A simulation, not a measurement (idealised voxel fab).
You're looking at the process module voxel wiring stack.
280 nm wide, 5 nm square cells: that's cross-section cut.
When this document writes out a cross-section, it uses a grid of square cells and lists it as bands, beginning at the top and moving down, with a band standing for one or more rows of cells. The band entry comprises the height of the band's top followed by the height of its bottom, expressed in nm, and subsequently the band's materials from left to right, each stated together with its width in nm. Where a single material is marked with the word "all across", that material fills the band from edge to edge. The word "empty" represents empty space. Below 0: as-received wafer, all one material; heights counted from there. Lowest band: no bottom, goes on down, written "0..down". A width given as "30->40" starts at the first number in the band's top row and ends at the second number in its bottom row, shifting by an equal amount at every step from row to row. Take "remains unaltered" at face value: in the step it is given for, the cross-section changed in none of its cells. This entry, "Cavities, closed", enumerates those empty regions of no fewer than 8 cells that possess no open connection to the top. Each region is reported in the form width x height at distance, the distance being taken from the left edge, with all three quantities expressed in nm. Where a step's line continues beyond its settings, the continuation is a remark by the simulator itself on that step. The line of a step may include "overlay nm". On a step with a mask, this value is how far to the right of its planned place the mask lay. A negative value means the mask lay to the left.

## Process steps foreseen in the plan
1: RECEIVE: material Si
2: CONFORMAL_DEP: material SiO2, thk nm 10
3: CONFORMAL_DEP: material SiN, thk nm 5
4: DIRECTIONAL_DEP: material lowk, thk nm 20
5: MASKED_ETCH: tone open, mask id METAL_1, width nm 20, pitch nm 50, etch materials lowk, depth nm 20, overlay nm 0
6: MASKED_ETCH: tone open, mask id METAL_1, width nm 20, pitch nm 50, etch materials SiN, depth nm 5, overlay nm 0
7: CONFORMAL_DEP: material TiN, thk nm 5
8: FILL_DEP: material W, thk nm 10
9: CMP: height nm 35
10: CONFORMAL_DEP: material SiCN, thk nm 5
11: DIRECTIONAL_DEP: material SiO2, thk nm 10
12: DIRECTIONAL_DEP: material aC, thk nm 15
13: PATTERN: tone open, mask id PLUG_1, material resist, width nm 15, pitch nm 50, thk nm 35, overlay nm 0
14: DIRECTIONAL_ETCH: etch materials aC, depth nm 15
15: STRIP: etch materials resist
16: DIRECTIONAL_ETCH: etch materials SiO2, depth nm 10
17: DIRECTIONAL_ETCH: etch materials SiCN, depth nm 5
18: STRIP: etch materials aC
19: EPI: material Ru, thk nm 10
20: EPI: material Ru, thk nm 5
21: DIRECTIONAL_DEP: material TiN, thk nm 5
22: DIRECTIONAL_DEP: material Ru, thk nm 25
23: DIRECTIONAL_DEP: material aC, thk nm 10
24: PATTERN: tone cover, mask id METAL_2, material resist, width nm 20, pitch nm 50, thk nm 25, overlay nm 0
25: DIRECTIONAL_ETCH: etch materials aC, depth nm 10
26: STRIP: etch materials resist
27: DIRECTIONAL_ETCH: etch materials Ru, depth nm 25
28: DIRECTIONAL_ETCH: etch materials TiN, depth nm 5
29: STRIP: etch materials aC
30: FILL_DEP: material lowk, thk nm 10
31: CMP: height nm 80
32: CONFORMAL_DEP: material SiN, thk nm 5

## As-received wafer cross-section (after step 1)
    0..down  Si all across
    Cavities, closed: none

## Cross-section taken at module completion on the first of two wafers; processed per the plan
    85..80  SiN all across
    80..55  lowk 55 nm  Ru 20 nm  lowk 30 nm  Ru 20 nm  lowk 30 nm  Ru 20 nm  lowk 30 nm  Ru 20 nm  lowk 55 nm
    55..50  lowk 55 nm  TiN 20 nm  lowk 30 nm  TiN 20 nm  lowk 30 nm  TiN 20 nm  lowk 30 nm  TiN 20 nm  lowk 55 nm
    50..40  SiO2 55 nm  Ru 15 nm  SiO2 35 nm  Ru 15 nm  SiO2 35 nm  Ru 15 nm  SiO2 35 nm  Ru 15 nm  SiO2 60 nm
    40..35  SiCN 55 nm  Ru 15 nm  SiCN 35 nm  Ru 15 nm  SiCN 35 nm  Ru 15 nm  SiCN 35 nm  Ru 15 nm  SiCN 60 nm
    35..15  lowk 55 nm  TiN 5 nm  W 10 nm  TiN 5 nm  lowk 30 nm  TiN 5 nm  W 10 nm  TiN 5 nm  lowk 30 nm  TiN 5 nm  W 10 nm  TiN 5 nm  lowk 30 nm  TiN 5 nm  W 10 nm  TiN 5 nm  lowk 55 nm
    15..10  SiN 55 nm  TiN 20 nm  SiN 30 nm  TiN 20 nm  SiN 30 nm  TiN 20 nm  SiN 30 nm  TiN 20 nm  SiN 55 nm
    10..0  SiO2 all across
    0..down  Si all across
    Cavities, closed: none

## Module end: cross-section of wafer two of two. Same start and process plan as the first wafer. One mistake during execution
    85..80  SiN all across
    80..55  lowk 55 nm  Ru 20 nm  lowk 30 nm  Ru 20 nm  lowk 30 nm  Ru 20 nm  lowk 30 nm  Ru 20 nm  lowk 55 nm
    55..50  lowk 55 nm  TiN 20 nm  lowk 30 nm  TiN 20 nm  lowk 30 nm  TiN 20 nm  lowk 30 nm  TiN 20 nm  lowk 55 nm
    50..40  SiO2 55 nm  Ru 15 nm  SiO2 35 nm  Ru 15 nm  SiO2 35 nm  Ru 15 nm  SiO2 35 nm  Ru 15 nm  SiO2 60 nm
    40..35  SiCN 55 nm  Ru 15 nm  SiCN 35 nm  Ru 15 nm  SiCN 35 nm  Ru 15 nm  SiCN 35 nm  Ru 15 nm  SiCN 60 nm
    35..30  SiN 55 nm  TiN 20 nm  SiN 30 nm  TiN 20 nm  SiN 30 nm  TiN 20 nm  SiN 30 nm  TiN 20 nm  SiN 55 nm
    30..10  lowk all across
    10..0  SiO2 all across
    0..down  Si all across
    Cavities, closed: none
What went wrong in running the wafer? the executed order of steps 3 and 4 is the reverse of that specified in the plan, each step having taken the other's position
Final comparison by cell count, materials where the second wafer has more or fewer than the first: -32 TiN, -32 W, +64 lowk
